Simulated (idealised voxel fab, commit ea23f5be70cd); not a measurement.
Presented below is a process module, voxel ribs on slabs.
Cross-sectional view cut (width: 200 nm; square cell size: 5 nm).
Just so we're on the same page, the cross-sections are grids of square cells, and they're listed out in bands top to bottom, each band one or more rows deep.
Band entry format. Leading values: height of top, height of bottom, nm. Remainder: materials in left-to-right order, each with its width in nm. Special words: "full width" on a single material, which then fills the band edge to edge; "empty", empty space.
Convention: height 0 is the level below which the wafer, as received, is all one material. The lowest band does not terminate at the bottom but continues downward, represented as "top 0, no bottom".
Note: "30->40" means the width goes from the first number (top row of the band) to the second number (bottom row) in equal steps per row of cells.
Given "remains unaltered" for a step, no cell of the cross-section differs between before and after that step.
In "Sealed internal cavities" the enclosed voids are listed, meaning empty spaces of 8 cells or larger without any opening to the top. The form is width x height at distance, distance from the left edge, units nm.
Text after the settings on a step's line: the simulator's own remark on that step.
For masked steps, "overlay nm" on the step line gives how far right of plan the mask actually lay; a minus sign means it lay to the left.
## Below is the list of planned process steps
step 1: RECEIVE, material Si
step 2: DIRECTIONAL_DEP, material SiO2, thk nm 25
step 3: DIRECTIONAL_DEP, material SiN, thk nm 25
step 4: MASKED_ETCH, tone cover, mask id RIB, width nm 25, etch materials SiN, depth nm 20, overlay nm 0
step 5: DIRECTIONAL_DEP, material aC, thk nm 15
step 6: PATTERN, tone cover, mask id SLAB, material resist, width nm 55, thk nm 30, overlay nm 0
step 7: DIRECTIONAL_ETCH, etch materials aC, depth nm 15
step 8: STRIP, etch materials resist
step 9: DIRECTIONAL_ETCH, etch materials SiN, depth nm 5
step 10: STRIP, etch materials aC
step 11: FILL_DEP, material SiO2, thk nm 20
step 12: CMP, height nm 60
step 13: DIRECTIONAL_DEP, material W, thk nm 5
step 14: MASKED_ETCH, tone cover, mask id HEATER, width nm 35, etch materials W, depth nm 5, overlay nm 0
step 15: CONFORMAL_DEP, material SiN, thk nm 10
## Incoming wafer, cross-sectional view, post step 1
	top 0, no bottom = Si full width
	Sealed internal cavities: none
## Run as planned - first of the two wafers cross-sectioned at the end of the module
	top 75, bottom 70 = empty 70 nm | SiN 55 nm | empty 75 nm
	top 70, bottom 65 = SiN full width
	top 65, bottom 60 = SiN 80 nm | W 35 nm | SiN 85 nm
	top 60, bottom 50 = SiO2 full width
	top 50, bottom 30 = SiO2 85 nm | SiN 25 nm | SiO2 90 nm
	top 30, bottom 25 = SiO2 70 nm | SiN 55 nm | SiO2 75 nm
	top 25, bottom 0 = SiO2 full width
	top 0, no bottom = Si full width
	Sealed internal cavities: none
## Here is the second of the two wafers cut open at the end of the module - same start, same plan as the first one, but we made one mistake running it
	top 65, bottom 60 = empty 80 nm | W 35 nm | empty 85 nm
	top 60, bottom 50 = SiO2 full width
	top 50, bottom 30 = SiO2 85 nm | SiN 25 nm | SiO2 90 nm
	top 30, bottom 25 = SiO2 70 nm | SiN 55 nm | SiO2 75 nm
	top 25, bottom 0 = SiO2 full width
	top 0, no bottom = Si full width
	Sealed internal cavities: none
What was the processing mistake? step 15 of the plan was excluded from execution and never run
In the final state, the cell counts of the second wafer exceed or fall short of those of the first for the following materials: SiN -84
